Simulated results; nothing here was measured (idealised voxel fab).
process module | voxel capacitor over wiring
cross-section cut | 245 nm wide | cells 5 nm
A cross-section is a grid of square cells, given in bands from the top down. A band is one or more rows of cells.
Each band's line starts with the height of the band's top and of its bottom, in nm. Then come its materials from left to right, each with its width in nm. One material with "throughout" fills the band from edge to edge. "air" is empty space.
Height 0 is the level under which the wafer as received is all one material. The lowest band goes on downwards, as in "0 down".
A width such as "30 to 40" changes by the same amount from each row of cells to the next, from the band's top row to its bottom row.
"no change" after a step means that no cell of the cross-section changed.
closed voids: empty space of 8 cells or more with no open way to the top, each as width x height at its distance from the left edge, in nm
after a step's settings: what the simulator itself notes on the step
overlay nm, on a step with a mask: how far to the right of its planned place the mask lay; to the left if negative
plan
1 op RECEIVE | material Si
2 op CONFORMAL_DEP | material SiO2 | thk nm 10
3 op CONFORMAL_DEP | material SiN | thk nm 5
4 op DIRECTIONAL_DEP | material SiO2 | thk nm 15
5 op PATTERN | tone open | mask id METAL_1 | material resist | width nm 30 | pitch nm 95 | thk nm 20 | overlay nm 0
6 op DIRECTIONAL_ETCH | etch materials SiO2 | depth nm 15
7 op DIRECTIONAL_ETCH | etch materials SiN | depth nm 5
8 op STRIP | etch materials resist
9 op CONFORMAL_DEP | material TiN | thk nm 5
10 op FILL_DEP | material W | thk nm 5
11 op CMP | height nm 30
12 op EPI | material Ru | thk nm 5
13 op FILL_DEP | material SiCN | thk nm 5
14 op DIRECTIONAL_DEP | material lowk | thk nm 20
15 op DIRECTIONAL_DEP | material aC | thk nm 10
16 op PATTERN | tone open | mask id PLUG_1 | material resist | width nm 15 | thk nm 30 | overlay nm 0
17 op DIRECTIONAL_ETCH | etch materials aC | depth nm 10
18 op STRIP | etch materials resist
19 op DIRECTIONAL_ETCH | etch materials lowk | depth nm 20
20 op DIRECTIONAL_ETCH | etch materials SiCN | depth nm 5
21 op STRIP | etch materials aC
22 op EPI | material Ru | thk nm 10
23 op EPI | material Ru | thk nm 10
24 op EPI | material Ru | thk nm 5
25 op DIRECTIONAL_DEP | material TiN | thk nm 5
26 op DIRECTIONAL_DEP | material Al2O3 | thk nm 5
27 op DIRECTIONAL_DEP | material TiN | thk nm 5
28 op PATTERN | tone cover | mask id UPPER_PLATE | material resist | width nm 70 | thk nm 20 | overlay nm 0
29 op DIRECTIONAL_ETCH | etch materials TiN | depth nm 5
30 op DIRECTIONAL_ETCH | etch materials Al2O3 | depth nm 5
31 op STRIP | etch materials resist
32 op DIRECTIONAL_DEP | material aC | thk nm 10
33 op PATTERN | tone cover | mask id LOWER_PLATE | material resist | width nm 80 | thk nm 30 | overlay nm 0
34 op DIRECTIONAL_ETCH | etch materials aC | depth nm 10
35 op STRIP | etch materials resist
36 op DIRECTIONAL_ETCH | etch materials TiN | depth nm 5
37 op STRIP | etch materials aC
38 op FILL_DEP | material SiO2 | thk nm 15
39 op CMP | height nm 85
40 op PATTERN | tone open | mask id PLUG_2 | material resist | width nm 15 | thk nm 15 | overlay nm 0
41 op DIRECTIONAL_ETCH | etch materials SiO2 | depth nm 10
42 op STRIP | etch materials resist
43 op CONFORMAL_DEP | material TiN | thk nm 5
44 op FILL_DEP | material Cu | thk nm 5
45 op CMP | height nm 85
46 op CONFORMAL_DEP | material SiCN | thk nm 5
first wafer, as planned
as received, after step 1
  0 down: Si throughout
  closed voids: none
after step 2
  10 to 0: SiO2 throughout
  below 0: unchanged
after step 3
  15 to 10: SiN throughout
  below 10: unchanged
after step 4
  30 to 15: SiO2 throughout
  below 15: unchanged
after step 5
  50 to 30: resist 60 | air 30 | resist 65 | air 30 | resist 60
  below 30: unchanged
after step 6
  50 to 30: resist 60 | air 30 | resist 65 | air 30 | resist 60
  30 to 15: SiO2 60 | air 30 | SiO2 65 | air 30 | SiO2 60
  below 15: unchanged
after step 7
  50 to 30: resist 60 | air 30 | resist 65 | air 30 | resist 60
  30 to 15: SiO2 60 | air 30 | SiO2 65 | air 30 | SiO2 60
  15 to 10: SiN 60 | air 30 | SiN 65 | air 30 | SiN 60
  below 10: unchanged
after step 8
  30 to 15: SiO2 60 | air 30 | SiO2 65 | air 30 | SiO2 60
  below 15: unchanged
after step 9
  35 to 30: TiN 65 | air 20 | TiN 75 | air 20 | TiN 65
  30 to 15: SiO2 60 | TiN 5 | air 20 | TiN 5 | SiO2 65 | TiN 5 | air 20 | TiN 5 | SiO2 60
  15 to 10: SiN 60 | TiN 30 | SiN 65 | TiN 30 | SiN 60
  below 10: unchanged
after step 10
  40 to 35: W throughout
  35 to 30: TiN 65 | W 20 | TiN 75 | W 20 | TiN 65
  30 to 15: SiO2 60 | TiN 5 | W 20 | TiN 5 | SiO2 65 | TiN 5 | W 20 | TiN 5 | SiO2 60
  below 15: unchanged
after step 11
  30 to 15: SiO2 60 | TiN 5 | W 20 | TiN 5 | SiO2 65 | TiN 5 | W 20 | TiN 5 | SiO2 60
  below 15: unchanged
after step 12
  35 to 30: air 55 | Ru 40 | air 55 | Ru 40 | air 55
  below 30: unchanged
after step 13
  40 to 35: SiCN throughout
  35 to 30: SiCN 55 | Ru 40 | SiCN 55 | Ru 40 | SiCN 55
  below 30: unchanged
after step 14
  60 to 40: lowk throughout
  below 40: unchanged
after step 15
  70 to 60: aC throughout
  below 60: unchanged
after step 16
  100 to 70: resist 75 | air 15 | resist 155
  below 70: unchanged
after step 17
  90 to 70: resist 75 | air 15 | resist 155
  70 to 60: aC 75 | air 15 | aC 155
  below 60: unchanged
after step 18
  70 to 60: aC 75 | air 15 | aC 155
  below 60: unchanged
after step 19
  70 to 60: aC 75 | air 15 | aC 155
  60 to 40: lowk 75 | air 15 | lowk 155
  below 40: unchanged
after step 20
  70 to 60: aC 75 | air 15 | aC 155
  60 to 40: lowk 75 | air 15 | lowk 155
  40 to 35: SiCN 75 | air 15 | SiCN 155
  below 35: unchanged
after step 21
  60 to 40: lowk 75 | air 15 | lowk 155
  below 40: unchanged
after step 22
  60 to 45: lowk 75 | air 15 | lowk 155
  45 to 40: lowk 75 | Ru 15 | lowk 155
  40 to 35: SiCN 75 | Ru 15 | SiCN 155
  below 35: unchanged
after step 23
  60 to 55: lowk 75 | air 15 | lowk 155
  55 to 40: lowk 75 | Ru 15 | lowk 155
  below 40: unchanged
after step 24
  60 to 40: lowk 75 | Ru 15 | lowk 155
  below 40: unchanged
after step 25
  65 to 60: TiN throughout
  below 60: unchanged
after step 26
  70 to 65: Al2O3 throughout
  below 65: unchanged
after step 27
  75 to 70: TiN throughout
  below 70: unchanged
after step 28
  95 to 75: air 75 | resist 70 | air 100
  below 75: unchanged
after step 29
  95 to 75: air 75 | resist 70 | air 100
  75 to 70: air 75 | TiN 70 | air 100
  below 70: unchanged
after step 30
  95 to 75: air 75 | resist 70 | air 100
  75 to 70: air 75 | TiN 70 | air 100
  70 to 65: air 75 | Al2O3 70 | air 100
  below 65: unchanged
after step 31
  75 to 70: air 75 | TiN 70 | air 100
  below 70: unchanged
after step 32
  85 to 75: air 75 | aC 70 | air 100
  75 to 70: aC 75 | TiN 70 | aC 100
  70 to 65: aC 75 | Al2O3 70 | aC 100
  below 65: unchanged
after step 33
  115 to 85: air 70 | resist 80 | air 95
  85 to 75: air 70 | resist 5 | aC 70 | resist 5 | air 95
  below 75: unchanged
after step 34
  105 to 85: air 70 | resist 80 | air 95
  85 to 75: air 70 | resist 5 | aC 70 | resist 5 | air 95
  75 to 70: air 70 | aC 5 | TiN 70 | aC 5 | air 95
  70 to 65: air 70 | aC 5 | Al2O3 70 | aC 5 | air 95
  below 65: unchanged
after step 35
  85 to 75: air 75 | aC 70 | air 100
  below 75: unchanged
after step 36
  85 to 75: air 75 | aC 70 | air 100
  75 to 70: air 70 | aC 5 | TiN 70 | aC 5 | air 95
  70 to 65: air 70 | aC 5 | Al2O3 70 | aC 5 | air 95
  65 to 60: air 70 | TiN 80 | air 95
  below 60: unchanged
after step 37
  75 to 70: air 75 | TiN 70 | air 100
  70 to 65: air 75 | Al2O3 70 | air 100
  below 65: unchanged
after step 38
  90 to 75: SiO2 throughout
  75 to 70: SiO2 75 | TiN 70 | SiO2 100
  70 to 65: SiO2 75 | Al2O3 70 | SiO2 100
  65 to 60: SiO2 70 | TiN 80 | SiO2 95
  below 60: unchanged
after step 39
  85 to 75: SiO2 throughout
  below 75: unchanged
after step 40
  100 to 85: resist 85 | air 15 | resist 145
  below 85: unchanged
after step 41
  100 to 85: resist 85 | air 15 | resist 145
  85 to 75: SiO2 85 | air 15 | SiO2 145
  below 75: unchanged
after step 42
  85 to 75: SiO2 85 | air 15 | SiO2 145
  below 75: unchanged
after step 43
  90 to 85: TiN 90 | air 5 | TiN 150
  85 to 80: SiO2 85 | TiN 5 | air 5 | TiN 5 | SiO2 145
  80 to 70: SiO2 85 to 75 | TiN 15 to 70 | SiO2 145 to 100
  below 70: unchanged
after step 44
  95 to 90: Cu throughout
  90 to 85: TiN 90 | Cu 5 | TiN 150
  85 to 80: SiO2 85 | TiN 5 | Cu 5 | TiN 5 | SiO2 145
  below 80: unchanged
after step 45
  85 to 80: SiO2 85 | TiN 5 | Cu 5 | TiN 5 | SiO2 145
  below 80: unchanged
after step 46
  90 to 85: SiCN throughout
  below 85: unchanged
second wafer: like start, like plan, one mistake. Through step 15 it matches the first wafer
when step 16 should have ended
  100 to 70: resist 75 | air 20 | resist 150
  below 70: unchanged
when step 17 should have ended
  90 to 70: resist 75 | air 20 | resist 150
  70 to 60: aC 75 | air 20 | aC 150
  below 60: unchanged
when step 18 should have ended
  70 to 60: aC 75 | air 20 | aC 150
  below 60: unchanged
when step 19 should have ended
  70 to 60: aC 75 | air 20 | aC 150
  60 to 40: lowk 75 | air 20 | lowk 150
  below 40: unchanged
when step 20 should have ended
  70 to 60: aC 75 | air 20 | aC 150
  60 to 40: lowk 75 | air 20 | lowk 150
  40 to 35: SiCN 75 | air 20 | SiCN 150
  below 35: unchanged
when step 21 should have ended
  60 to 40: lowk 75 | air 20 | lowk 150
  below 40: unchanged
when step 22 should have ended
  60 to 45: lowk 75 | air 20 | lowk 150
  45 to 40: lowk 75 | Ru 20 | lowk 150
  40 to 35: SiCN 75 | Ru 20 | SiCN 150
  below 35: unchanged
when step 23 should have ended
  60 to 55: lowk 75 | air 20 | lowk 150
  55 to 40: lowk 75 | Ru 20 | lowk 150
  below 40: unchanged
when step 24 should have ended
  60 to 40: lowk 75 | Ru 20 | lowk 150
  below 40: unchanged
when step 25 should have ended
  65 to 60: TiN throughout
  below 60: unchanged
when step 26 should have ended
  70 to 65: Al2O3 throughout
  below 65: unchanged
when step 27 should have ended
  75 to 70: TiN throughout
  below 70: unchanged
when step 28 should have ended
  95 to 75: air 75 | resist 70 | air 100
  below 75: unchanged
when step 29 should have ended
  95 to 75: air 75 | resist 70 | air 100
  75 to 70: air 75 | TiN 70 | air 100
  below 70: unchanged
when step 30 should have ended
  95 to 75: air 75 | resist 70 | air 100
  75 to 70: air 75 | TiN 70 | air 100
  70 to 65: air 75 | Al2O3 70 | air 100
  below 65: unchanged
when step 31 should have ended
  75 to 70: air 75 | TiN 70 | air 100
  below 70: unchanged
when step 32 should have ended
  85 to 75: air 75 | aC 70 | air 100
  75 to 70: aC 75 | TiN 70 | aC 100
  70 to 65: aC 75 | Al2O3 70 | aC 100
  below 65: unchanged
when step 33 should have ended
  115 to 85: air 70 | resist 80 | air 95
  85 to 75: air 70 | resist 5 | aC 70 | resist 5 | air 95
  below 75: unchanged
when step 34 should have ended
  105 to 85: air 70 | resist 80 | air 95
  85 to 75: air 70 | resist 5 | aC 70 | resist 5 | air 95
  75 to 70: air 70 | aC 5 | TiN 70 | aC 5 | air 95
  70 to 65: air 70 | aC 5 | Al2O3 70 | aC 5 | air 95
  below 65: unchanged
when step 35 should have ended
  85 to 75: air 75 | aC 70 | air 100
  below 75: unchanged
when step 36 should have ended
  85 to 75: air 75 | aC 70 | air 100
  75 to 70: air 70 | aC 5 | TiN 70 | aC 5 | air 95
  70 to 65: air 70 | aC 5 | Al2O3 70 | aC 5 | air 95
  65 to 60: air 70 | TiN 80 | air 95
  below 60: unchanged
when step 37 should have ended
  75 to 70: air 75 | TiN 70 | air 100
  70 to 65: air 75 | Al2O3 70 | air 100
  below 65: unchanged
when step 38 should have ended
  90 to 75: SiO2 throughout
  75 to 70: SiO2 75 | TiN 70 | SiO2 100
  70 to 65: SiO2 75 | Al2O3 70 | SiO2 100
  65 to 60: SiO2 70 | TiN 80 | SiO2 95
  below 60: unchanged
when step 39 should have ended
  85 to 75: SiO2 throughout
  below 75: unchanged
when step 40 should have ended
  100 to 85: resist 85 | air 15 | resist 145
  below 85: unchanged
when step 41 should have ended
  100 to 85: resist 85 | air 15 | resist 145
  85 to 75: SiO2 85 | air 15 | SiO2 145
  below 75: unchanged
when step 42 should have ended
  85 to 75: SiO2 85 | air 15 | SiO2 145
  below 75: unchanged
when step 43 should have ended
  90 to 85: TiN 90 | air 5 | TiN 150
  85 to 80: SiO2 85 | TiN 5 | air 5 | TiN 5 | SiO2 145
  80 to 70: SiO2 85 to 75 | TiN 15 to 70 | SiO2 145 to 100
  below 70: unchanged
when step 44 should have ended
  95 to 90: Cu throughout
  90 to 85: TiN 90 | Cu 5 | TiN 150
  85 to 80: SiO2 85 | TiN 5 | Cu 5 | TiN 5 | SiO2 145
  below 80: unchanged
when step 45 should have ended
  85 to 80: SiO2 85 | TiN 5 | Cu 5 | TiN 5 | SiO2 145
  below 80: unchanged
when step 46 should have ended
  90 to 85: SiCN throughout
  below 85: unchanged
what went wrong: step 16 ran as: op PATTERN | tone open | mask id PLUG_1 | material resist | width nm 20 | thk nm 30 | overlay nm 0
at the end the second wafer has, in cells: 5 more of Ru | 1 fewer of SiCN | 4 fewer of lowk
